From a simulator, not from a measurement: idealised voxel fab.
process module | voxel transistor to metal
cross-section cut | 215 nm wide | cells 5 nm
A cross-section is a grid of square cells, given in bands from the top down. A band is one or more rows of cells.
Each band's line starts with the height of the band's top and of its bottom, in nm. Then come its materials from left to right, each with its width in nm. One material with "throughout" fills the band from edge to edge. "air" is empty space.
Height 0 is the level under which the wafer as received is all one material. The lowest band goes on downwards, as in "0 down".
A width such as "30 to 40" changes by the same amount from each row of cells to the next, from the band's top row to its bottom row.
"no change" after a step means that no cell of the cross-section changed.
closed voids: empty space of 8 cells or more with no open way to the top, each as width x height at its distance from the left edge, in nm
after a step's settings: what the simulator itself notes on the step
overlay nm, on a step with a mask: how far to the right of its planned place the mask lay; to the left if negative
plan
1 op RECEIVE | material Si
2 op OXIDIZE | depth nm 5
3 op CONFORMAL_DEP | material SiN | thk nm 15
4 op DIRECTIONAL_DEP | material aC | thk nm 10
5 op PATTERN | tone cover | mask id ACTIVE | material resist | width nm 115 | thk nm 25 | overlay nm 0
6 op DIRECTIONAL_ETCH | etch materials aC | depth nm 10
7 op STRIP | etch materials resist
8 op DIRECTIONAL_ETCH | etch materials SiN | depth nm 15
9 op DIRECTIONAL_ETCH | etch materials SiO2 | depth nm 5
10 op DIRECTIONAL_ETCH | etch materials Si | depth nm 25
11 op STRIP | etch materials aC
12 op OXIDIZE | depth nm 5
13 op FILL_DEP | material SiO2 | thk nm 15
14 op CMP | height nm 15
15 op SELECTIVE_ETCH | etch materials SiO2 | depth nm 15
16 op STRIP | etch materials SiN
17 op SELECTIVE_ETCH | etch materials SiO2 | depth nm 5
18 op OXIDIZE | depth nm 5
19 op DIRECTIONAL_DEP | material polySi | thk nm 20
20 op DIRECTIONAL_DEP | material SiCN | thk nm 10
21 op PATTERN | tone cover | mask id GATE | material resist | width nm 25 | thk nm 20 | overlay nm 0
22 op DIRECTIONAL_ETCH | etch materials SiCN | depth nm 20
23 op DIRECTIONAL_ETCH | etch materials polySi | depth nm 30
24 op STRIP | etch materials resist
25 op CONFORMAL_DEP | material SiN | thk nm 5
26 op DIRECTIONAL_ETCH | etch materials SiN | depth nm 5
27 op DIRECTIONAL_ETCH | etch materials SiO2 | depth nm 5
28 op DIRECTIONAL_ETCH | etch materials Si | depth nm 15
29 op EPI | material SiGe | thk nm 15
30 op FILL_DEP | material SiO2 | thk nm 10
31 op CMP | height nm 15
32 op STRIP | etch materials polySi
33 op SELECTIVE_ETCH | etch materials SiO2 | depth nm 5
34 op CONFORMAL_DEP | material HfO2 | thk nm 5
35 op CONFORMAL_DEP | material TiN | thk nm 5
36 op FILL_DEP | material W | thk nm 10
37 op CMP | height nm 10
38 op DIRECTIONAL_DEP | material SiO2 | thk nm 15
39 op PATTERN | tone open | mask id CONTACT | material resist | width nm 20 | pitch nm 85 | thk nm 20 | overlay nm 0
40 op DIRECTIONAL_ETCH | etch materials SiO2 | depth nm 35
41 op STRIP | etch materials resist
42 op CONFORMAL_DEP | material TiN | thk nm 5
43 op FILL_DEP | material W | thk nm 10
44 op CMP | height nm 25
45 op DIRECTIONAL_DEP | material TiN | thk nm 5
46 op DIRECTIONAL_DEP | material Ru | thk nm 15
47 op PATTERN | tone cover | mask id METAL_1 | material resist | width nm 20 | pitch nm 85 | thk nm 20 | overlay nm 0
48 op DIRECTIONAL_ETCH | etch materials Ru | depth nm 15
49 op DIRECTIONAL_ETCH | etch materials TiN | depth nm 5
50 op STRIP | etch materials resist
51 op CONFORMAL_DEP | material SiCN | thk nm 5
52 op FILL_DEP | material lowk | thk nm 10
53 op CMP | height nm 45
54 op CONFORMAL_DEP | material SiCN | thk nm 5
first wafer, as planned
as received, after step 1
  0 down: Si throughout
  closed voids: none
after step 2
  0 to -5: SiO2 throughout
  below -5: unchanged
after step 3
  15 to 0: SiN throughout
  below 0: unchanged
after step 4
  25 to 15: aC throughout
  below 15: unchanged
after step 5
  50 to 25: air 50 | resist 115 | air 50
  below 25: unchanged
after step 6
  40 to 25: air 50 | resist 115 | air 50
  25 to 15: air 50 | aC 115 | air 50
  below 15: unchanged
after step 7
  25 to 15: air 50 | aC 115 | air 50
  below 15: unchanged
after step 8
  25 to 15: air 50 | aC 115 | air 50
  15 to 0: air 50 | SiN 115 | air 50
  below 0: unchanged
after step 9
  25 to 15: air 50 | aC 115 | air 50
  15 to 0: air 50 | SiN 115 | air 50
  0 to -5: air 50 | SiO2 115 | air 50
  below -5: unchanged
after step 10
  25 to 15: air 50 | aC 115 | air 50
  15 to 0: air 50 | SiN 115 | air 50
  0 to -5: air 50 | SiO2 115 | air 50
  -5 to -30: air 50 | Si 115 | air 50
  below -30: unchanged
after step 11
  15 to 0: air 50 | SiN 115 | air 50
  below 0: unchanged
after step 12
  15 to 0: air 50 | SiN 115 | air 50
  0 to -5: air 50 | SiO2 115 | air 50
  -5 to -30: air 50 | SiO2 5 | Si 105 | SiO2 5 | air 50
  -30 to -35: SiO2 55 | Si 105 | SiO2 55
  below -35: unchanged
after step 13
  30 to 15: SiO2 throughout
  15 to 0: SiO2 50 | SiN 115 | SiO2 50
  0 to -5: SiO2 throughout
  -5 to -35: SiO2 55 | Si 105 | SiO2 55
  below -35: unchanged
after step 14
  15 to 0: SiO2 50 | SiN 115 | SiO2 50
  below 0: unchanged
after step 15
  15 to 0: air 50 | SiN 115 | air 50
  below 0: unchanged
after step 16
  0 to -5: SiO2 throughout
  below -5: unchanged
after step 17
  -5 to -35: SiO2 55 | Si 105 | SiO2 55
  below -35: unchanged
after step 18
  -5 to -10: SiO2 throughout
  below -10: unchanged
after step 19
  15 to -5: polySi throughout
  below -5: unchanged
after step 20
  25 to 15: SiCN throughout
  below 15: unchanged
after step 21
  45 to 25: air 95 | resist 25 | air 95
  below 25: unchanged
after step 22
  45 to 25: air 95 | resist 25 | air 95
  25 to 15: air 95 | SiCN 25 | air 95
  below 15: unchanged
after step 23
  45 to 25: air 95 | resist 25 | air 95
  25 to 15: air 95 | SiCN 25 | air 95
  15 to -5: air 95 | polySi 25 | air 95
  below -5: unchanged
after step 24
  25 to 15: air 95 | SiCN 25 | air 95
  below 15: unchanged
after step 25
  30 to 25: air 90 | SiN 35 | air 90
  25 to 15: air 90 | SiN 5 | SiCN 25 | SiN 5 | air 90
  15 to 0: air 90 | SiN 5 | polySi 25 | SiN 5 | air 90
  0 to -5: SiN 95 | polySi 25 | SiN 95
  below -5: unchanged
after step 26
  25 to 15: air 90 | SiN 5 | SiCN 25 | SiN 5 | air 90
  15 to -5: air 90 | SiN 5 | polySi 25 | SiN 5 | air 90
  below -5: unchanged
after step 27
  25 to 15: air 90 | SiN 5 | SiCN 25 | SiN 5 | air 90
  15 to -5: air 90 | SiN 5 | polySi 25 | SiN 5 | air 90
  -5 to -10: air 90 | SiO2 35 | air 90
  below -10: unchanged
after step 28
  25 to 15: air 90 | SiN 5 | SiCN 25 | SiN 5 | air 90
  15 to -5: air 90 | SiN 5 | polySi 25 | SiN 5 | air 90
  -5 to -10: air 90 | SiO2 35 | air 90
  -10 to -25: SiO2 55 | air 35 | Si 35 | air 35 | SiO2 55
  below -25: unchanged
after step 29
  25 to 15: air 90 | SiN 5 | SiCN 25 | SiN 5 | air 90
  15 to 5: air 90 | SiN 5 | polySi 25 | SiN 5 | air 90
  5 to -5: air 75 | SiGe 15 | SiN 5 | polySi 25 | SiN 5 | SiGe 15 | air 75
  -5 to -10: air 75 | SiGe 15 | SiO2 35 | SiGe 15 | air 75
  -10 to -25: SiO2 55 | SiGe 35 | Si 35 | SiGe 35 | SiO2 55
  below -25: unchanged
after step 30
  35 to 25: SiO2 throughout
  25 to 15: SiO2 90 | SiN 5 | SiCN 25 | SiN 5 | SiO2 90
  15 to 5: SiO2 90 | SiN 5 | polySi 25 | SiN 5 | SiO2 90
  5 to -5: SiO2 75 | SiGe 15 | SiN 5 | polySi 25 | SiN 5 | SiGe 15 | SiO2 75
  -5 to -10: SiO2 75 | SiGe 15 | SiO2 35 | SiGe 15 | SiO2 75
  below -10: unchanged
after step 31
  15 to 5: SiO2 90 | SiN 5 | polySi 25 | SiN 5 | SiO2 90
  below 5: unchanged
after step 32
  15 to 5: SiO2 90 | SiN 5 | air 25 | SiN 5 | SiO2 90
  5 to -5: SiO2 75 | SiGe 15 | SiN 5 | air 25 | SiN 5 | SiGe 15 | SiO2 75
  below -5: unchanged
after step 33
  15 to 10: air 90 | SiN 5 | air 25 | SiN 5 | air 90
  10 to 5: SiO2 90 | SiN 5 | air 25 | SiN 5 | SiO2 90
  5 to -5: SiO2 75 | SiGe 15 | SiN 5 | air 25 | SiN 5 | SiGe 15 | SiO2 75
  -5 to -10: SiO2 75 | SiGe 15 | air 35 | SiGe 15 | SiO2 75
  below -10: unchanged
after step 34
  20 to 15: air 85 | HfO2 15 | air 15 | HfO2 15 | air 85
  15 to 10: HfO2 90 | SiN 5 | HfO2 5 | air 15 | HfO2 5 | SiN 5 | HfO2 90
  10 to 5: SiO2 90 | SiN 5 | HfO2 5 | air 15 | HfO2 5 | SiN 5 | SiO2 90
  5 to -5: SiO2 75 | SiGe 15 | SiN 5 | HfO2 5 | air 15 | HfO2 5 | SiN 5 | SiGe 15 | SiO2 75
  -5 to -10: SiO2 75 | SiGe 15 | HfO2 35 | SiGe 15 | SiO2 75
  below -10: unchanged
after step 35
  25 to 20: air 80 | TiN 25 | air 5 | TiN 25 | air 80
  20 to 15: TiN 85 | HfO2 15 | TiN 5 | air 5 | TiN 5 | HfO2 15 | TiN 85
  15 to 10: HfO2 90 | SiN 5 | HfO2 5 | TiN 5 | air 5 | TiN 5 | HfO2 5 | SiN 5 | HfO2 90
  10 to 5: SiO2 90 | SiN 5 | HfO2 5 | TiN 5 | air 5 | TiN 5 | HfO2 5 | SiN 5 | SiO2 90
  5 to 0: SiO2 75 | SiGe 15 | SiN 5 | HfO2 5 | TiN 5 | air 5 | TiN 5 | HfO2 5 | SiN 5 | SiGe 15 | SiO2 75
  0 to -5: SiO2 75 | SiGe 15 | SiN 5 | HfO2 5 | TiN 15 | HfO2 5 | SiN 5 | SiGe 15 | SiO2 75
  below -5: unchanged
after step 36
  35 to 25: W throughout
  25 to 20: W 80 | TiN 25 | W 5 | TiN 25 | W 80
  20 to 15: TiN 85 | HfO2 15 | TiN 5 | W 5 | TiN 5 | HfO2 15 | TiN 85
  15 to 10: HfO2 90 | SiN 5 | HfO2 5 | TiN 5 | W 5 | TiN 5 | HfO2 5 | SiN 5 | HfO2 90
  10 to 5: SiO2 90 | SiN 5 | HfO2 5 | TiN 5 | W 5 | TiN 5 | HfO2 5 | SiN 5 | SiO2 90
  5 to 0: SiO2 75 | SiGe 15 | SiN 5 | HfO2 5 | TiN 5 | W 5 | TiN 5 | HfO2 5 | SiN 5 | SiGe 15 | SiO2 75
  below 0: unchanged
after step 37
  10 to 5: SiO2 90 | SiN 5 | HfO2 5 | TiN 5 | W 5 | TiN 5 | HfO2 5 | SiN 5 | SiO2 90
  below 5: unchanged
after step 38
  25 to 10: SiO2 throughout
  below 10: unchanged
after step 39
  45 to 25: resist 55 | air 20 | resist 65 | air 20 | resist 55
  below 25: unchanged
after step 40
  45 to 25: resist 55 | air 20 | resist 65 | air 20 | resist 55
  25 to 10: SiO2 55 | air 20 | SiO2 65 | air 20 | SiO2 55
  10 to 5: SiO2 55 | air 20 | SiO2 15 | SiN 5 | HfO2 5 | TiN 5 | W 5 | TiN 5 | HfO2 5 | SiN 5 | SiO2 15 | air 20 | SiO2 55
  5 to 0: SiO2 55 | air 20 | SiGe 15 | SiN 5 | HfO2 5 | TiN 5 | W 5 | TiN 5 | HfO2 5 | SiN 5 | SiGe 15 | air 20 | SiO2 55
  0 to -5: SiO2 55 | air 20 | SiGe 15 | SiN 5 | HfO2 5 | TiN 15 | HfO2 5 | SiN 5 | SiGe 15 | air 20 | SiO2 55
  -5 to -10: SiO2 55 | air 20 | SiGe 15 | HfO2 35 | SiGe 15 | air 20 | SiO2 55
  below -10: unchanged
after step 41
  25 to 10: SiO2 55 | air 20 | SiO2 65 | air 20 | SiO2 55
  below 10: unchanged
after step 42
  30 to 25: TiN 60 | air 10 | TiN 75 | air 10 | TiN 60
  25 to 10: SiO2 55 | TiN 5 | air 10 | TiN 5 | SiO2 65 | TiN 5 | air 10 | TiN 5 | SiO2 55
  10 to 5: SiO2 55 | TiN 5 | air 10 | TiN 5 | SiO2 15 | SiN 5 | HfO2 5 | TiN 5 | W 5 | TiN 5 | HfO2 5 | SiN 5 | SiO2 15 | TiN 5 | air 10 | TiN 5 | SiO2 55
  5 to 0: SiO2 55 | TiN 5 | air 10 | TiN 5 | SiGe 15 | SiN 5 | HfO2 5 | TiN 5 | W 5 | TiN 5 | HfO2 5 | SiN 5 | SiGe 15 | TiN 5 | air 10 | TiN 5 | SiO2 55
  0 to -5: SiO2 55 | TiN 5 | air 10 | TiN 5 | SiGe 15 | SiN 5 | HfO2 5 | TiN 15 | HfO2 5 | SiN 5 | SiGe 15 | TiN 5 | air 10 | TiN 5 | SiO2 55
  -5 to -10: SiO2 55 | TiN 20 | SiGe 15 | HfO2 35 | SiGe 15 | TiN 20 | SiO2 55
  below -10: unchanged
after step 43
  40 to 30: W throughout
  30 to 25: TiN 60 | W 10 | TiN 75 | W 10 | TiN 60
  25 to 10: SiO2 55 | TiN 5 | W 10 | TiN 5 | SiO2 65 | TiN 5 | W 10 | TiN 5 | SiO2 55
  10 to 5: SiO2 55 | TiN 5 | W 10 | TiN 5 | SiO2 15 | SiN 5 | HfO2 5 | TiN 5 | W 5 | TiN 5 | HfO2 5 | SiN 5 | SiO2 15 | TiN 5 | W 10 | TiN 5 | SiO2 55
  5 to 0: SiO2 55 | TiN 5 | W 10 | TiN 5 | SiGe 15 | SiN 5 | HfO2 5 | TiN 5 | W 5 | TiN 5 | HfO2 5 | SiN 5 | SiGe 15 | TiN 5 | W 10 | TiN 5 | SiO2 55
  0 to -5: SiO2 55 | TiN 5 | W 10 | TiN 5 | SiGe 15 | SiN 5 | HfO2 5 | TiN 15 | HfO2 5 | SiN 5 | SiGe 15 | TiN 5 | W 10 | TiN 5 | SiO2 55
  below -5: unchanged
after step 44
  25 to 10: SiO2 55 | TiN 5 | W 10 | TiN 5 | SiO2 65 | TiN 5 | W 10 | TiN 5 | SiO2 55
  below 10: unchanged
after step 45
  30 to 25: TiN throughout
  below 25: unchanged
after step 46
  45 to 30: Ru throughout
  below 30: unchanged
after step 47
  65 to 45: air 55 | resist 20 | air 65 | resist 20 | air 55
  below 45: unchanged
after step 48
  65 to 45: air 55 | resist 20 | air 65 | resist 20 | air 55
  45 to 30: air 55 | Ru 20 | air 65 | Ru 20 | air 55
  below 30: unchanged
after step 49
  65 to 45: air 55 | resist 20 | air 65 | resist 20 | air 55
  45 to 30: air 55 | Ru 20 | air 65 | Ru 20 | air 55
  30 to 25: air 55 | TiN 20 | air 65 | TiN 20 | air 55
  below 25: unchanged
after step 50
  45 to 30: air 55 | Ru 20 | air 65 | Ru 20 | air 55
  below 30: unchanged
after step 51
  50 to 45: air 50 | SiCN 30 | air 55 | SiCN 30 | air 50
  45 to 30: air 50 | SiCN 5 | Ru 20 | SiCN 5 | air 55 | SiCN 5 | Ru 20 | SiCN 5 | air 50
  30 to 25: SiCN 55 | TiN 20 | SiCN 65 | TiN 20 | SiCN 55
  below 25: unchanged
after step 52
  60 to 50: lowk throughout
  50 to 45: lowk 50 | SiCN 30 | lowk 55 | SiCN 30 | lowk 50
  45 to 30: lowk 50 | SiCN 5 | Ru 20 | SiCN 5 | lowk 55 | SiCN 5 | Ru 20 | SiCN 5 | lowk 50
  below 30: unchanged
after step 53
  45 to 30: lowk 50 | SiCN 5 | Ru 20 | SiCN 5 | lowk 55 | SiCN 5 | Ru 20 | SiCN 5 | lowk 50
  below 30: unchanged
after step 54
  50 to 45: SiCN throughout
  below 45: unchanged
second wafer: like start, like plan, one mistake. Through step 44 it matches the first wafer
when step 45 should have ended
  40 to 25: Ru throughout
  below 25: unchanged
when step 46 should have ended
  45 to 40: TiN throughout
  below 40: unchanged
when step 47 should have ended
  65 to 45: air 55 | resist 20 | air 65 | resist 20 | air 55
  below 45: unchanged
when step 48 should have ended: no change
when step 49 should have ended
  65 to 45: air 55 | resist 20 | air 65 | resist 20 | air 55
  45 to 40: air 55 | TiN 20 | air 65 | TiN 20 | air 55
  below 40: unchanged
when step 50 should have ended
  45 to 40: air 55 | TiN 20 | air 65 | TiN 20 | air 55
  below 40: unchanged
when step 51 should have ended
  50 to 45: air 50 | SiCN 30 | air 55 | SiCN 30 | air 50
  45 to 40: SiCN 55 | TiN 20 | SiCN 65 | TiN 20 | SiCN 55
  below 40: unchanged
when step 52 should have ended
  60 to 50: lowk throughout
  50 to 45: lowk 50 | SiCN 30 | lowk 55 | SiCN 30 | lowk 50
  below 45: unchanged
when step 53 should have ended
  45 to 40: SiCN 55 | TiN 20 | SiCN 65 | TiN 20 | SiCN 55
  below 40: unchanged
when step 54 should have ended
  50 to 45: SiCN throughout
  below 45: unchanged
what went wrong: steps 45 and 46 were swapped
at the end the second wafer has, in cells: 105 more of Ru | 12 fewer of SiCN | 93 fewer of lowk
